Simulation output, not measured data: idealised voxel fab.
The following is a process module called voxel released beams.
For reference, the cross-section in this document is cut, with width 225 nm and square cells of 5 nm.
Just so we're on the same page, the cross-sections are grids of square cells, and they're listed out in bands top to bottom, each band one or more rows deep. Quick guide to a band line: top height, bottom height (nm) up front; then every material left to right with its width in nm. Only one material and it's marked "edge to edge"? Then it fills the band edge to edge. And "empty" just means empty space. Heights from 0 (as-received wafer is one material below). Bottom band endless downward, as "0 down". Think of "30->40" as a width that walks from the first number to the second as you go down the band, top row to bottom row, taking equal-sized steps from row to row. Take "no alterations made" at face value: in the step it is given for, the cross-section changed in none of its cells. Reported under the label "Closed empty spaces" are the empty spaces having no open way to the top and comprising 8 cells or more; the notation for each is width x height at distance, in which the distance is measured from the left edge and all three values are in nm. It should be noted that, on the line of a given step, the content following the step's settings is a remark produced by the simulator itself with respect to that step. Steps that use a mask can have "overlay nm" on their line. It says how far the mask sat to the right of where it was meant to be. Negative means to the left.
[This section lists the process steps that were planned]
- 1: RECEIVE (material Si)
- 2: CONFORMAL_DEP (material Al2O3; thk nm 5)
- 3: DIRECTIONAL_DEP (material SiO2; thk nm 15)
- 4: MASKED_ETCH (tone open; mask id ANCHOR; width nm 35; etch materials SiO2; depth nm 15; overlay nm 0)
- 5: CONFORMAL_DEP (material SiN; thk nm 10)
- 6: MASKED_ETCH (tone cover; mask id BEAM; width nm 100; etch materials SiN; depth nm 10; overlay nm 0)
- 7: STRIP (etch materials SiO2)
[This is the cross-section of the wafer as we received it, i.e. after step 1]
> 0 down  Si edge to edge
> Closed empty spaces: none
[First wafer of two, sectioned at end of module; run went per plan]
> 30 to 20  empty=60 / SiN=15 / empty=15 / SiN=70 / empty=65
> 20 to 15  empty=65 / SiN=10 / empty=15 / SiN=10 / empty=125
> 15 to 5  empty=65 / SiN=35 / empty=125
> 5 to 0  Al2O3 edge to edge
> 0 down  Si edge to edge
> Closed empty spaces: none
[Cross-sectional view of the second of two wafers upon completion of the module. This wafer shared its starting condition and process plan with the first; one error was made during its execution]
> 20 to 15  empty=60 / SiN=15 / empty=15 / SiN=70 / empty=65
> 15 to 5  empty=60->65 / SiN=100->35 / empty=65->125
> 5 to 0  Al2O3 edge to edge
> 0 down  Si edge to edge
> Closed empty spaces: none
Misprocessing identified: step 3 ran with different settings than intended, the actual operation and settings being DIRECTIONAL_DEP (material SiO2; thk nm 5)
Final tally in cells, some materials are higher or lower on the second wafer than on the first: SiN: 8 fewer
